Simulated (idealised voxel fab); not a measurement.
The document below concerns the process module designated voxel self aligned vias.
FYI the section here is cut, 225 nm wide, cells are 5 nm squares.
In what follows, cross-sections appear as grids of square cells, described through bands that run from the top down, where every band is one or more rows of cells. In this notation a band is specified by the heights of its top and bottom, in that order and in nm, after which its materials appear from left to right, each paired with its width in nm. The word "edge to edge" attached to a single material means that material fills the band from edge to edge; the word "empty" stands for empty space. Where do heights start? At 0: under that level the wafer as delivered is made of one material only. And the lowest band has no floor; it just carries on downward, as in "0 nm and below". A two-number width, for instance "30 to 40", indicates that the width is equal to the first number in the top row of the band and to the second number in the bottom row, and that it changes by a constant amount per row of cells. The cross-section has no changed cell in any step marked "left unchanged". Heads up: "Unvented cavities" only lists the empty pockets with no open path to the top that are 8 cells or more, and it writes them as width x height at distance, distance from the left edge, in nm. Where a step's line continues beyond its settings, the continuation is a remark by the simulator itself on that step. overlay nm: step with mask; distance mask lay right of planned place; negative value = left of planned place.
BELOW IS THE LIST OF PLANNED PROCESS STEPS
1,RECEIVE,material Si
2,CONFORMAL_DEP,material SiO2,thk nm 15
3,CONFORMAL_DEP,material SiCN,thk nm 5
4,DIRECTIONAL_DEP,material lowk,thk nm 25
5,DIRECTIONAL_DEP,material aC,thk nm 10
6,PATTERN,tone open,mask id LINES,material resist,width nm 20,pitch nm 65,thk nm 25,overlay nm 0
7,DIRECTIONAL_ETCH,etch materials aC,depth nm 10
8,STRIP,etch materials resist
9,DIRECTIONAL_ETCH,etch materials lowk,depth nm 25
10,STRIP,etch materials aC
11,CONFORMAL_DEP,material TiN,thk nm 5
12,FILL_DEP,material Ru,thk nm 10
13,CMP,height nm 45
14,SELECTIVE_ETCH,etch materials W Ru TiN,depth nm 5
15,FILL_DEP,material SiN,thk nm 10
16,CMP,height nm 45
17,DIRECTIONAL_DEP,material lowk,thk nm 15
18,DIRECTIONAL_DEP,material aC,thk nm 15
19,PATTERN,tone open,mask id VIAS,material resist,width nm 40,pitch nm 130,thk nm 30,overlay nm 0
20,DIRECTIONAL_ETCH,etch materials aC,depth nm 15
21,STRIP,etch materials resist
22,DIRECTIONAL_ETCH,etch materials lowk,depth nm 15
23,DIRECTIONAL_ETCH,etch materials SiN,depth nm 5
24,STRIP,etch materials aC
25,CONFORMAL_DEP,material TiN,thk nm 5
26,FILL_DEP,material Cu,thk nm 5
27,CMP,height nm 60
28,CONFORMAL_DEP,material SiN,thk nm 5
AS RECEIVED, AFTER STEP 1
* 0 nm and below = Si edge to edge
* Unvented cavities: none
POST-MODULE CROSS-SECTION OF THE FIRST OF TWO WAFERS (RUN PER PLAN)
* 65 nm to 60 nm = SiN edge to edge
* 60 nm to 50 nm = lowk (25) / TiN (5) / Cu (30) / TiN (5) / lowk (90) / TiN (5) / Cu (30) / TiN (5) / lowk (30)
* 50 nm to 45 nm = lowk (25) / TiN (15) / Cu (10) / TiN (15) / lowk (90) / TiN (15) / Cu (10) / TiN (15) / lowk (30)
* 45 nm to 40 nm = lowk (35) / TiN (20) / lowk (45) / SiN (20) / lowk (45) / TiN (20) / lowk (40)
* 40 nm to 25 nm = lowk (35) / TiN (5) / Ru (10) / TiN (5) / lowk (45) / TiN (5) / Ru (10) / TiN (5) / lowk (45) / TiN (5) / Ru (10) / TiN (5) / lowk (40)
* 25 nm to 20 nm = lowk (35) / TiN (20) / lowk (45) / TiN (20) / lowk (45) / TiN (20) / lowk (40)
* 20 nm to 15 nm = SiCN edge to edge
* 15 nm to 0 nm = SiO2 edge to edge
* 0 nm and below = Si edge to edge
* Unvented cavities: none
SO THIS IS WAFER NUMBER TWO OF THE TWO, CUT AT THE END OF THE MODULE - IT STARTED WHERE THE FIRST DID AND HAD THE SAME PLAN, WE JUST GOT ONE THING WRONG RUNNING IT
* 65 nm to 60 nm = SiN edge to edge
* 60 nm to 45 nm = lowk (25) / TiN (5) / Cu (30) / TiN (5) / lowk (90) / TiN (5) / Cu (30) / TiN (5) / lowk (30)
* 45 nm to 40 nm = SiN (25) / TiN (40) / SiN (90) / TiN (40) / SiN (30)
* 40 nm to 20 nm = lowk (35) / TiN (5) / Ru (10) / TiN (5) / lowk (45) / TiN (5) / Ru (10) / TiN (5) / lowk (45) / TiN (5) / Ru (10) / TiN (5) / lowk (40)
* 20 nm to 15 nm = lowk (35) / TiN (20) / lowk (45) / TiN (20) / lowk (45) / TiN (20) / lowk (40)
* 15 nm to 0 nm = SiO2 edge to edge
* 0 nm and below = Si edge to edge
* Unvented cavities: none
Finding, execution versus plan: the plan's step 3 went unexecuted, having been skipped
Once processing is complete, comparing cell counts shows that the second wafer has more or fewer of certain materials than the first: Cu: 8 more, Ru: 6 more, SiCN: 45 fewer, SiN: 25 more, TiN: 6 more
